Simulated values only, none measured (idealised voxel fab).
process module | voxel released beams
cross-section cut | 185 nm wide | cells 5 nm
A cross-section is a grid of square cells, given in bands from the top down. A band is one or more rows of cells.
Each band's line starts with the height of the band's top and of its bottom, in nm. Then come its materials from left to right, each with its width in nm. One material with "throughout" fills the band from edge to edge. "air" is empty space.
Height 0 is the level under which the wafer as received is all one material. The lowest band goes on downwards, as in "0 down".
A width such as "30 to 40" changes by the same amount from each row of cells to the next, from the band's top row to its bottom row.
"no change" after a step means that no cell of the cross-section changed.
closed voids: empty space of 8 cells or more with no open way to the top, each as width x height at its distance from the left edge, in nm
after a step's settings: what the simulator itself notes on the step
overlay nm, on a step with a mask: how far to the right of its planned place the mask lay; to the left if negative
plan
1 op RECEIVE | material Si
2 op CONFORMAL_DEP | material SiN | thk nm 5
3 op DIRECTIONAL_DEP | material SiO2 | thk nm 10
4 op DIRECTIONAL_DEP | material aC | thk nm 10
5 op PATTERN | tone open | mask id ANCHOR | material resist | width nm 30 | thk nm 30 | overlay nm 0
6 op DIRECTIONAL_ETCH | etch materials aC | depth nm 10
7 op STRIP | etch materials resist
8 op DIRECTIONAL_ETCH | etch materials SiO2 | depth nm 10
9 op STRIP | etch materials aC
10 op CONFORMAL_DEP | material polySi | thk nm 10
11 op DIRECTIONAL_DEP | material aC | thk nm 15
12 op PATTERN | tone cover | mask id BEAM | material resist | width nm 80 | thk nm 35 | overlay nm 0
13 op DIRECTIONAL_ETCH | etch materials aC | depth nm 15
14 op STRIP | etch materials resist
15 op DIRECTIONAL_ETCH | etch materials polySi | depth nm 10
16 op STRIP | etch materials aC
17 op STRIP | etch materials SiO2
first wafer, as planned
as received, after step 1
  0 down: Si throughout
  closed voids: none
after step 2
  5 to 0: SiN throughout
  below 0: unchanged
after step 3
  15 to 5: SiO2 throughout
  below 5: unchanged
after step 4
  25 to 15: aC throughout
  below 15: unchanged
after step 5
  55 to 25: resist 55 | air 30 | resist 100
  below 25: unchanged
after step 6
  45 to 25: resist 55 | air 30 | resist 100
  25 to 15: aC 55 | air 30 | aC 100
  below 15: unchanged
after step 7
  25 to 15: aC 55 | air 30 | aC 100
  below 15: unchanged
after step 8
  25 to 15: aC 55 | air 30 | aC 100
  15 to 5: SiO2 55 | air 30 | SiO2 100
  below 5: unchanged
after step 9
  15 to 5: SiO2 55 | air 30 | SiO2 100
  below 5: unchanged
after step 10
  25 to 15: polySi 65 | air 10 | polySi 110
  15 to 5: SiO2 55 | polySi 30 | SiO2 100
  below 5: unchanged
after step 11
  40 to 30: aC 65 | air 10 | aC 110
  30 to 25: aC throughout
  25 to 15: polySi 65 | aC 10 | polySi 110
  below 15: unchanged
after step 12
  75 to 40: air 50 | resist 80 | air 55
  40 to 30: aC 65 | resist 10 | aC 110
  below 30: unchanged
after step 13
  60 to 40: air 50 | resist 80 | air 55
  40 to 30: air 50 | aC 15 | resist 10 | aC 55 | air 55
  30 to 25: air 50 | aC 80 | air 55
  below 25: unchanged
after step 14
  40 to 30: air 50 | aC 15 | air 10 | aC 55 | air 55
  below 30: unchanged
after step 15
  40 to 30: air 50 | aC 15 | air 10 | aC 55 | air 55
  30 to 25: air 50 | aC 80 | air 55
  25 to 15: air 50 | polySi 15 | aC 10 | polySi 55 | air 55
  below 15: unchanged
after step 16
  25 to 15: air 50 | polySi 15 | air 10 | polySi 55 | air 55
  below 15: unchanged
after step 17
  25 to 15: air 50 | polySi 15 | air 10 | polySi 55 | air 55
  15 to 5: air 55 | polySi 30 | air 100
  below 5: unchanged
second wafer: like start, like plan, one mistake. Through step 7 it matches the first wafer
when step 8 should have ended
  25 to 15: aC 55 | air 30 | aC 100
  15 to 5: SiO2 55 | air 30 | SiO2 100
  below 5: unchanged
when step 9 should have ended
  15 to 5: SiO2 55 | air 30 | SiO2 100
  below 5: unchanged
when step 10 should have ended
  25 to 15: polySi 65 | air 10 | polySi 110
  15 to 5: SiO2 55 | polySi 30 | SiO2 100
  below 5: unchanged
when step 11 should have ended
  40 to 30: aC 65 | air 10 | aC 110
  30 to 25: aC throughout
  25 to 15: polySi 65 | aC 10 | polySi 110
  below 15: unchanged
when step 12 should have ended
  75 to 40: air 50 | resist 80 | air 55
  40 to 30: aC 65 | resist 10 | aC 110
  below 30: unchanged
when step 13 should have ended
  60 to 40: air 50 | resist 80 | air 55
  40 to 30: air 50 | aC 15 | resist 10 | aC 55 | air 55
  30 to 25: air 50 | aC 80 | air 55
  below 25: unchanged
when step 14 should have ended
  40 to 30: air 50 | aC 15 | air 10 | aC 55 | air 55
  below 30: unchanged
when step 15 should have ended
  40 to 30: air 50 | aC 15 | air 10 | aC 55 | air 55
  30 to 25: air 50 | aC 80 | air 55
  25 to 15: air 50 | polySi 15 | aC 10 | polySi 55 | air 55
  below 15: unchanged
when step 16 should have ended
  25 to 15: air 50 | polySi 15 | air 10 | polySi 55 | air 55
  below 15: unchanged
when step 17 should have ended
  25 to 15: air 50 | polySi 15 | air 10 | polySi 55 | air 55
  15 to 5: air 55 | polySi 30 | air 100
  below 5: unchanged
what went wrong: step 8 was run twice
at the end the two cross-sections are the same: no effect in what this model computes
